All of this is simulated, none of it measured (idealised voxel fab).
This section sets out a process module, namely voxel air gaps.
Cross-section cut: width 195 nm, square cells of 5 nm.
Cross-section spec: square-cell grid; bands listed top down; each band is one or more rows.
Within each band entry, the heights of the top and of the bottom of the band appear first, in that order and in nm; the materials of the band then follow from left to right, each with its corresponding width in nm. The designation "everywhere" on a single material indicates that it fills the band from edge to edge; the designation "air" indicates empty space.
Heads up on the height convention: 0 is the point under which the incoming wafer is all one material, and the lowest band has no bottom, it just keeps going down, like "from 0 down".
Quick explanation for "30->40": the width changes in equal steps down the rows of cells, from the first number in the band's top row to the second number in its bottom row.
"no change", as given for a step, is the statement that not any cell of the cross-section underwent a change during that step.
The label "Sealed void inventory" introduces a list of the empty spaces, 8 cells or larger, that have no open way up to the top; each entry in it reads width x height at distance, where the distance is taken from the left edge and all three are stated in nm.
Formally, on a step line, whatever follows the settings is a remark that the simulator itself makes on the step.
If you see "overlay nm" on a step's line and that step has a mask, it's telling you how far right of where it was planned the mask ended up; a negative number means it went left instead.

### List of planned process steps
step 1: RECEIVE, material Si
step 2: CONFORMAL_DEP, material SiO2, thk nm 15
step 3: CONFORMAL_DEP, material SiN, thk nm 5
step 4: DIRECTIONAL_DEP, material SiO2, thk nm 40
step 5: DIRECTIONAL_DEP, material aC, thk nm 15
step 6: PATTERN, tone open, mask id LINES, material resist, width nm 15, pitch nm 45, thk nm 35, overlay nm 0
step 7: DIRECTIONAL_ETCH, etch materials aC, depth nm 15
step 8: STRIP, etch materials resist
step 9: DIRECTIONAL_ETCH, etch materials SiO2, depth nm 40
step 10: STRIP, etch materials aC
step 11: CONFORMAL_DEP, material TiN, thk nm 5
step 12: FILL_DEP, material W, thk nm 5
step 13: CMP, height nm 60
step 14: EPI, material Ru, thk nm 10
step 15: SELECTIVE_ETCH, etch materials SiO2, depth nm 50
step 16: CONFORMAL_DEP, material SiN, thk nm 5

### As-received wafer cross-section (after step 1)
- from 0 down = Si everywhere
- Sealed void inventory: none

### Module complete - cross-section of the first of two wafers, run according to plan
- from 75 to 70 = air: 30  SiN: 135  air: 30
- from 70 to 60 = air: 30  SiN: 5  Ru: 35  SiN: 10  Ru: 35  SiN: 10  Ru: 35  SiN: 5  air: 30
- from 60 to 55 = air: 30  SiN: 15  TiN: 5  W: 5  TiN: 5  SiN: 30  TiN: 5  W: 5  TiN: 5  SiN: 30  TiN: 5  W: 5  TiN: 5  SiN: 15  air: 30
- from 55 to 25 = air: 40  SiN: 5  TiN: 5  W: 5  TiN: 5  SiN: 5  air: 20  SiN: 5  TiN: 5  W: 5  TiN: 5  SiN: 5  air: 20  SiN: 5  TiN: 5  W: 5  TiN: 5  SiN: 5  air: 40
- from 25 to 20 = SiN: 45  TiN: 15  SiN: 30  TiN: 15  SiN: 30  TiN: 15  SiN: 45
- from 20 to 15 = SiN everywhere
- from 15 to 0 = SiO2 everywhere
- from 0 down = Si everywhere
- Sealed void inventory: 20 x 30 at 65; 20 x 30 at 110

### End-of-module cross-section of the second wafer: identical starting point and process plan to the first, with one processing mistake
- from 75 to 70 = air: 30  SiN: 135  air: 30
- from 70 to 60 = air: 30  SiN: 5  Ru: 35  SiN: 10  Ru: 35  SiN: 10  Ru: 35  SiN: 5  air: 30
- from 60 to 55 = air: 30  SiN: 15  TiN: 5  W: 5  TiN: 5  SiN: 30  TiN: 5  W: 5  TiN: 5  SiN: 30  TiN: 5  W: 5  TiN: 5  SiN: 15  air: 30
- from 55 to 35 = air: 40  SiN: 5  TiN: 5  W: 5  TiN: 5  SiN: 5  air: 20  SiN: 5  TiN: 5  W: 5  TiN: 5  SiN: 5  air: 20  SiN: 5  TiN: 5  W: 5  TiN: 5  SiN: 5  air: 40
- from 35 to 30 = SiN: 45  TiN: 15  SiN: 30  TiN: 15  SiN: 30  TiN: 15  SiN: 45
- from 30 to 15 = SiN everywhere
- from 15 to 0 = SiO2 everywhere
- from 0 down = Si everywhere
- Sealed void inventory: 20 x 20 at 65; 20 x 20 at 110
Run error: for step 3, the planned setting was not used; the step was instead run as CONFORMAL_DEP, material SiN, thk nm 15
At the finish, the second wafer shows more or fewer cells for some materials than the first does: SiN +66, TiN -12, W -6
